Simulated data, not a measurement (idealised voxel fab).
Process module heading - voxel double patterning
195 nm wide, 5 nm square cells: that's cross-section cut.
A cross-section is a grid of square cells, given in bands from the top down. A band is one or more rows of cells.
Band: top and bottom heights (nm) first, top before bottom; then materials from left to right, widths in nm. "full width" marks a sole material filling the band edge to edge. "air" denotes empty space.
Note: height 0 marks the level under which the wafer is uniformly one material as received. Lowest band unbounded below, written "z 0 and below".
The expression "30->40" gives the width at the extremes of the band, the first number at its top row of cells and the second at its bottom row, with the width changing by equal amounts from each row to the next in between.
Key: "nothing changed" - step with no changed cell in the cross-section.
So "Trapped voids" is basically the list of trapped voids: any empty space of 8 cells or more that can't reach the top through an opening. They're written width x height at distance, the distance being from the left edge, and it's all nm.
Past the settings on a step's line: simulator remark, on that step.
The setting "overlay nm" may be written on the line of a step. When the step uses a mask, the value reports how far to the right of the planned place the mask lay, and a negative value reports that it lay to the left.

**The process steps that were planned are listed below**
step 1: RECEIVE with material Si
step 2: CONFORMAL_DEP with material SiN, thk nm 5
step 3: DIRECTIONAL_DEP with material SiO2, thk nm 15
step 4: DIRECTIONAL_DEP with material SiCN, thk nm 5
step 5: MASKED_ETCH with tone open, mask id FIRST, width nm 15, pitch nm 50, etch materials SiCN, depth nm 5, overlay nm 0
step 6: PATTERN with tone open, mask id SECOND, material resist, width nm 15, pitch nm 50, thk nm 15, overlay nm 0
step 7: DIRECTIONAL_ETCH with etch materials SiCN, depth nm 5
step 8: STRIP with etch materials resist
step 9: DIRECTIONAL_ETCH with etch materials SiO2, depth nm 15
step 10: STRIP with etch materials SiCN

**The cross-section here shows the wafer as received, i.e. in its state after step 1**
	z 0 and below: Si full width
	Trapped voids: none

**The module was run from the start shown above using the plan shown above, but one mistake was made doing it; the resulting wafer cross-section is below**
	z 25 to 10: 40 nm SiO2; 15 nm air; 10 nm SiO2; 15 nm air; 10 nm SiO2; 15 nm air; 10 nm SiO2; 15 nm air; 10 nm SiO2; 15 nm air; 40 nm SiO2
	z 10 to 5: SiO2 full width
	z 5 to 0: SiN full width
	z 0 and below: Si full width
	Trapped voids: none
Where did the run depart from the plan? step 3 was run on a setting that differed from the plan, and what really ran there is DIRECTIONAL_DEP with material SiO2, thk nm 20
